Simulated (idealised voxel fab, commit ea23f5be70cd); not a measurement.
Documented hereafter: the process module known as voxel tone inversion.
The cross-section on display is named cut; it measures 275 nm wide, and its cells are 5 nm squares.
Notation: cross-section as square-cell grid; stated in bands, top first, going down; one or more cell rows per band. Read a band's entry like this: the first values are the height of its top and the height of its bottom in nm, and what follows is the sequence of materials from left to right, each with its width in nm. Note that "blank" is empty space, and that a single material marked "throughout" reaches across the band from edge to edge. Ref level 0: as-received wafer is one material below here. Bottom band extends down with no lower bound ("0 nm and below"). Width spec "30->40" -> top row of cells at first value, bottom row at second value, equal per-row change in between. No cell of the cross-section changed in a step that is given as "remained the same". This entry, "Enclosed void inventory", enumerates those empty regions of no fewer than 8 cells that possess no open connection to the top. Each region is reported in the form width x height at distance, the distance being taken from the left edge, with all three quantities expressed in nm. Note: text after step settings on the step line = simulator remark on that step. "overlay nm" denotes, for a step that has a mask, the displacement of the mask to the right of its planned place, with negative values corresponding to the left.

-- The planned process steps are enumerated hereunder
1,RECEIVE,material Si
2,CONFORMAL_DEP,material SiN,thk nm 10
3,DIRECTIONAL_DEP,material polySi,thk nm 20
4,PATTERN,tone cover,mask id POSTS,material resist,width nm 25,pitch nm 40,thk nm 30,overlay nm 0
5,DIRECTIONAL_ETCH,etch materials polySi,depth nm 20
6,STRIP,etch materials resist
7,FILL_DEP,material lowk,thk nm 5
8,CMP,height nm 30
9,STRIP,etch materials polySi
10,CONFORMAL_DEP,material TiN,thk nm 5
11,FILL_DEP,material Ru,thk nm 10
12,CMP,height nm 30
13,CONFORMAL_DEP,material SiN,thk nm 5

-- Cross-sectional view of the wafer in its as-received condition, corresponding to the state after step 1
- 0 nm and below: Si throughout
- Enclosed void inventory: none

-- Wafer cross-section at end of module: start and plan as shown above, one execution error
- 30 nm to 25 nm: SiN throughout
- 25 nm to 15 nm: 65 of lowk, 5 of TiN, 15 of Ru, 5 of TiN, 15 of lowk, 5 of TiN, 15 of Ru, 5 of TiN, 15 of lowk, 5 of TiN, 15 of Ru, 5 of TiN, 15 of lowk, 5 of TiN, 15 of Ru, 5 of TiN, 65 of lowk
- 15 nm to 10 nm: 65 of lowk, 25 of TiN, 15 of lowk, 25 of TiN, 15 of lowk, 25 of TiN, 15 of lowk, 25 of TiN, 65 of lowk
- 10 nm to 0 nm: SiN throughout
- 0 nm and below: Si throughout
- Enclosed void inventory: none
What went wrong in running the wafer? it should be noted that step 12 was executed with settings other than those planned, the operation and settings actually applied being CMP,height nm 25
